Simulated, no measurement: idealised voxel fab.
The process module presented herein is designated voxel trench capacitor.
Cross-section cut spans 250 nm and uses square cells 5 nm in size.
Think of the cross-section as a grid of square cells. We describe it in bands, top to bottom, and each band covers one or more rows of those cells.
Quick guide to a band line: top height, bottom height (nm) up front; then every material left to right with its width in nm. Only one material and it's marked "full width"? Then it fills the band edge to edge. And "air" just means empty space.
Basically, 0 is our baseline, since under it the wafer straight out of the box is all one material. The bottom band has no lower end and keeps on going down, so it looks like "z 0 and below".
Note: "30->40" means the width goes from the first number (top row of the band) to the second number (bottom row) in equal steps per row of cells.
"changes: none" for a step: no cell of the cross-section changed in that step.
Closed empty spaces (no open way to the top) of 8 cells or more are what "Unvented voids" lists, each as width x height at distance from the left edge, nm for all three.
Formally, on a step line, whatever follows the settings is a remark that the simulator itself makes on the step.
Regarding "overlay nm": on a step with a mask, it is the distance the mask lay to the right of its planned place; a negative value places it to the left.

[Intended process steps]
- 1: RECEIVE,material Si
- 2: CONFORMAL_DEP,material SiN,thk nm 10
- 3: DIRECTIONAL_DEP,material aC,thk nm 10
- 4: PATTERN,tone open,mask id TRENCH,material resist,width nm 15,pitch nm 40,thk nm 25,overlay nm 0
- 5: DIRECTIONAL_ETCH,etch materials aC,depth nm 10
- 6: STRIP,etch materials resist
- 7: DIRECTIONAL_ETCH,etch materials SiN,depth nm 10
- 8: DIRECTIONAL_ETCH,etch materials Si,depth nm 40
- 9: STRIP,etch materials aC
- 10: CONFORMAL_DEP,material SiO2,thk nm 5
- 11: FILL_DEP,material polySi,thk nm 10
- 12: CMP,height nm 10

[first wafer, as planned]

[Cross-section, incoming material, after step 1]
  z 0 and below: Si full width
  Unvented voids: none

[Once step 2 is through, the wafer looks like this in cross-section]
  z 10 to 0: SiN full width
  Under 0: no change, same as before.

[Once step 3 is through, the wafer looks like this in cross-section]
  z 20 to 10: aC full width
  Under 10: no change, same as before.

[Once step 4 is through, the wafer looks like this in cross-section]
  z 45 to 20: 75 resist, then 15 air, then 25 resist, then 15 air, then 25 resist, then 15 air, then 80 resist
  Under 20: no change, same as before.

[Once step 5 is through, the wafer looks like this in cross-section]
  z 35 to 20: 75 resist, then 15 air, then 25 resist, then 15 air, then 25 resist, then 15 air, then 80 resist
  z 20 to 10: 75 aC, then 15 air, then 25 aC, then 15 air, then 25 aC, then 15 air, then 80 aC
  Under 10: no change, same as before.

[Once step 6 is through, the wafer looks like this in cross-section]
  z 20 to 10: 75 aC, then 15 air, then 25 aC, then 15 air, then 25 aC, then 15 air, then 80 aC
  Under 10: no change, same as before.

[Once step 7 is through, the wafer looks like this in cross-section]
  z 20 to 10: 75 aC, then 15 air, then 25 aC, then 15 air, then 25 aC, then 15 air, then 80 aC
  z 10 to 0: 75 SiN, then 15 air, then 25 SiN, then 15 air, then 25 SiN, then 15 air, then 80 SiN
  Under 0: no change, same as before.

[Once step 8 is through, the wafer looks like this in cross-section]
  z 20 to 10: 75 aC, then 15 air, then 25 aC, then 15 air, then 25 aC, then 15 air, then 80 aC
  z 10 to 0: 75 SiN, then 15 air, then 25 SiN, then 15 air, then 25 SiN, then 15 air, then 80 SiN
  z 0 to -40: 75 Si, then 15 air, then 25 Si, then 15 air, then 25 Si, then 15 air, then 80 Si
  Under -40: no change, same as before.

[Once step 9 is through, the wafer looks like this in cross-section]
  z 10 to 0: 75 SiN, then 15 air, then 25 SiN, then 15 air, then 25 SiN, then 15 air, then 80 SiN
  Under 0: no change, same as before.

[Once step 10 is through, the wafer looks like this in cross-section]
  z 15 to 10: 80 SiO2, then 5 air, then 35 SiO2, then 5 air, then 35 SiO2, then 5 air, then 85 SiO2
  z 10 to 0: 75 SiN, then 5 SiO2, then 5 air, then 5 SiO2, then 25 SiN, then 5 SiO2, then 5 air, then 5 SiO2, then 25 SiN, then 5 SiO2, then 5 air, then 5 SiO2, then 80 SiN
  z 0 to -35: 75 Si, then 5 SiO2, then 5 air, then 5 SiO2, then 25 Si, then 5 SiO2, then 5 air, then 5 SiO2, then 25 Si, then 5 SiO2, then 5 air, then 5 SiO2, then 80 Si
  z -35 to -40: 75 Si, then 15 SiO2, then 25 Si, then 15 SiO2, then 25 Si, then 15 SiO2, then 80 Si
  Under -40: no change, same as before.

[Once step 11 is through, the wafer looks like this in cross-section]
  z 25 to 15: polySi full width
  z 15 to 10: 80 SiO2, then 5 polySi, then 35 SiO2, then 5 polySi, then 35 SiO2, then 5 polySi, then 85 SiO2
  z 10 to 0: 75 SiN, then 5 SiO2, then 5 polySi, then 5 SiO2, then 25 SiN, then 5 SiO2, then 5 polySi, then 5 SiO2, then 25 SiN, then 5 SiO2, then 5 polySi, then 5 SiO2, then 80 SiN
  z 0 to -35: 75 Si, then 5 SiO2, then 5 polySi, then 5 SiO2, then 25 Si, then 5 SiO2, then 5 polySi, then 5 SiO2, then 25 Si, then 5 SiO2, then 5 polySi, then 5 SiO2, then 80 Si
  Under -35: no change, same as before.

[Once step 12 is through, the wafer looks like this in cross-section]
  z 10 to 0: 75 SiN, then 5 SiO2, then 5 polySi, then 5 SiO2, then 25 SiN, then 5 SiO2, then 5 polySi, then 5 SiO2, then 25 SiN, then 5 SiO2, then 5 polySi, then 5 SiO2, then 80 SiN
  Under 0: no change, same as before.

[Notes, second wafer: start = first wafer's, plan = first wafer's, execution had one mistake; history identical to first through step 8]

[X-section, second wafer, when step 9 was due to finish]
  z 25 to 20: 80 SiO2, then 5 air, then 35 SiO2, then 5 air, then 35 SiO2, then 5 air, then 85 SiO2
  z 20 to 10: 75 aC, then 5 SiO2, then 5 air, then 5 SiO2, then 25 aC, then 5 SiO2, then 5 air, then 5 SiO2, then 25 aC, then 5 SiO2, then 5 air, then 5 SiO2, then 80 aC
  z 10 to 0: 75 SiN, then 5 SiO2, then 5 air, then 5 SiO2, then 25 SiN, then 5 SiO2, then 5 air, then 5 SiO2, then 25 SiN, then 5 SiO2, then 5 air, then 5 SiO2, then 80 SiN
  z 0 to -35: 75 Si, then 5 SiO2, then 5 air, then 5 SiO2, then 25 Si, then 5 SiO2, then 5 air, then 5 SiO2, then 25 Si, then 5 SiO2, then 5 air, then 5 SiO2, then 80 Si
  z -35 to -40: 75 Si, then 15 SiO2, then 25 Si, then 15 SiO2, then 25 Si, then 15 SiO2, then 80 Si
  Under -40: no change, same as before.

X-section, second wafer, when step 10 was due to finish: changes: none

[X-section, second wafer, when step 11 was due to finish]
  z 35 to 25: polySi full width
  z 25 to 20: 80 SiO2, then 5 polySi, then 35 SiO2, then 5 polySi, then 35 SiO2, then 5 polySi, then 85 SiO2
  z 20 to 10: 75 aC, then 5 SiO2, then 5 polySi, then 5 SiO2, then 25 aC, then 5 SiO2, then 5 polySi, then 5 SiO2, then 25 aC, then 5 SiO2, then 5 polySi, then 5 SiO2, then 80 aC
  z 10 to 0: 75 SiN, then 5 SiO2, then 5 polySi, then 5 SiO2, then 25 SiN, then 5 SiO2, then 5 polySi, then 5 SiO2, then 25 SiN, then 5 SiO2, then 5 polySi, then 5 SiO2, then 80 SiN
  z 0 to -35: 75 Si, then 5 SiO2, then 5 polySi, then 5 SiO2, then 25 Si, then 5 SiO2, then 5 polySi, then 5 SiO2, then 25 Si, then 5 SiO2, then 5 polySi, then 5 SiO2, then 80 Si
  Under -35: no change, same as before.

[X-section, second wafer, when step 12 was due to finish]
  z 10 to 0: 75 SiN, then 5 SiO2, then 5 polySi, then 5 SiO2, then 25 SiN, then 5 SiO2, then 5 polySi, then 5 SiO2, then 25 SiN, then 5 SiO2, then 5 polySi, then 5 SiO2, then 80 SiN
  Under 0: no change, same as before.
what went wrong: deviation from plan: step 10 and step 9 executed in one another's positions
at the end the two cross-sections are the same: no effect in what this model computes
